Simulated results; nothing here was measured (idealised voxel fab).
This is a process module. Its name is voxel wiring stack.
Cross-section cut: width 150 nm, square cells of 5 nm.
If you're reading a cross-section in this doc, picture square cells in a grid; it comes to you as bands, top ones listed first down to the bottom, and a band can be one or more rows of cells. Heads up on the band format: heights come first, top then bottom, in nm. After that it's the materials left to right, each with its width in nm. A single material flagged "everywhere" fills the whole band edge to edge, and "air" means there's empty space there. Heights are reckoned from 0. Under this level, the received wafer is all of one material. The bottommost band is open-ended downward, for example "0 -> down". The notation "30 to 40" denotes a width that varies across the rows of cells in the band, beginning at the first number in the top row, finishing at the second number in the bottom row, and changing by an identical amount from each row to the next. Take "no change" at face value: in the step it is given for, the cross-section changed in none of its cells. Heads up: "Enclosed empty spaces" only lists the empty pockets with no open path to the top that are 8 cells or more, and it writes them as width x height at distance, distance from the left edge, in nm. Read whatever lies past the settings on a step's line as the simulator's own remark about the step. Among the settings permitted on a step's line is "overlay nm"; applied to a step with a mask, it specifies the extent to which the mask lay to the right of its planned position, whereas a negative figure signifies a position to the left.

The planned process steps are enumerated hereunder:
- 1: op RECEIVE | material Si
- 2: op CONFORMAL_DEP | material SiO2 | thk nm 10
- 3: op DIRECTIONAL_DEP | material TiN | thk nm 5
- 4: op DIRECTIONAL_DEP | material W | thk nm 20
- 5: op MASKED_ETCH | tone cover | mask id METAL_1 | width nm 20 | pitch nm 35 | etch materials W | depth nm 20 | overlay nm 0
- 6: op MASKED_ETCH | tone cover | mask id METAL_1 | width nm 20 | pitch nm 35 | etch materials TiN | depth nm 5 | overlay nm 0
- 7: op FILL_DEP | material lowk | thk nm 10
- 8: op CMP | height nm 35
- 9: op CONFORMAL_DEP | material SiCN | thk nm 5
- 10: op DIRECTIONAL_DEP | material SiO2 | thk nm 20
- 11: op MASKED_ETCH | tone open | mask id PLUG_1 | width nm 15 | etch materials SiO2 | depth nm 20 | overlay nm 0
- 12: op MASKED_ETCH | tone open | mask id PLUG_1 | width nm 15 | etch materials SiCN | depth nm 5 | overlay nm 0
- 13: op CONFORMAL_DEP | material TiN | thk nm 5
- 14: op FILL_DEP | material Ru | thk nm 5
- 15: op CMP | height nm 60
- 16: op CONFORMAL_DEP | material SiCN | thk nm 5
- 17: op DIRECTIONAL_DEP | material lowk | thk nm 25
- 18: op DIRECTIONAL_DEP | material aC | thk nm 10
- 19: op PATTERN | tone open | mask id METAL_2 | material resist | width nm 20 | pitch nm 35 | thk nm 25 | overlay nm 0
- 20: op DIRECTIONAL_ETCH | etch materials aC | depth nm 10
- 21: op STRIP | etch materials resist
- 22: op DIRECTIONAL_ETCH | etch materials lowk | depth nm 25
- 23: op DIRECTIONAL_ETCH | etch materials SiCN | depth nm 5
- 24: op STRIP | etch materials aC
- 25: op CONFORMAL_DEP | material TiN | thk nm 5
- 26: op FILL_DEP | material Ru | thk nm 5
- 27: op CMP | height nm 90
- 28: op EPI | material Ru | thk nm 5
- 29: op FILL_DEP | material SiCN | thk nm 5

Incoming wafer, cross-sectional view, post step 1:
> 0 -> down | Si everywhere
> Enclosed empty spaces: none

The first of the two wafers as seen in cross-section once the module was finished; processing followed the plan:
> 100 -> 95 | SiCN everywhere
> 95 -> 90 | 40 of SiCN, then 30 of Ru, then 5 of SiCN, then 30 of Ru, then 45 of SiCN
> 90 -> 65 | 45 of lowk, then 5 of TiN, then 10 of Ru, then 5 of TiN, then 15 of lowk, then 5 of TiN, then 10 of Ru, then 5 of TiN, then 50 of lowk
> 65 -> 60 | 45 of SiCN, then 20 of TiN, then 15 of SiCN, then 20 of TiN, then 50 of SiCN
> 60 -> 40 | 45 of SiO2, then 5 of TiN, then 5 of Ru, then 5 of TiN, then 90 of SiO2
> 40 -> 35 | 45 of SiCN, then 15 of TiN, then 90 of SiCN
> 35 -> 15 | 45 of lowk, then 20 of W, then 15 of lowk, then 20 of W, then 50 of lowk
> 15 -> 10 | 45 of lowk, then 20 of TiN, then 15 of lowk, then 20 of TiN, then 50 of lowk
> 10 -> 0 | SiO2 everywhere
> 0 -> down | Si everywhere
> Enclosed empty spaces: none

Same start, same plan as the first wafer - but one mistake in the run. Cross-section of the second of the two at the end of the module:
> 100 -> 95 | SiCN everywhere
> 95 -> 90 | 40 of SiCN, then 30 of Ru, then 5 of SiCN, then 30 of Ru, then 45 of SiCN
> 90 -> 65 | 45 of lowk, then 5 of TiN, then 10 of aC, then 5 of TiN, then 15 of lowk, then 5 of TiN, then 10 of aC, then 5 of TiN, then 50 of lowk
> 65 -> 60 | 45 of SiCN, then 20 of TiN, then 15 of SiCN, then 20 of TiN, then 50 of SiCN
> 60 -> 40 | 45 of SiO2, then 5 of TiN, then 5 of Ru, then 5 of TiN, then 90 of SiO2
> 40 -> 35 | 45 of SiCN, then 15 of TiN, then 90 of SiCN
> 35 -> 15 | 45 of lowk, then 20 of W, then 15 of lowk, then 20 of W, then 50 of lowk
> 15 -> 10 | 45 of lowk, then 20 of TiN, then 15 of lowk, then 20 of TiN, then 50 of lowk
> 10 -> 0 | SiO2 everywhere
> 0 -> down | Si everywhere
> Enclosed empty spaces: none
Deviation from plan: step 26 deviated from plan and actually ran as op FILL_DEP | material aC | thk nm 5
Bottom line after processing is that, in cells, the second wafer is up or down on some materials versus the first: Ru: 20 fewer, aC: 20 more
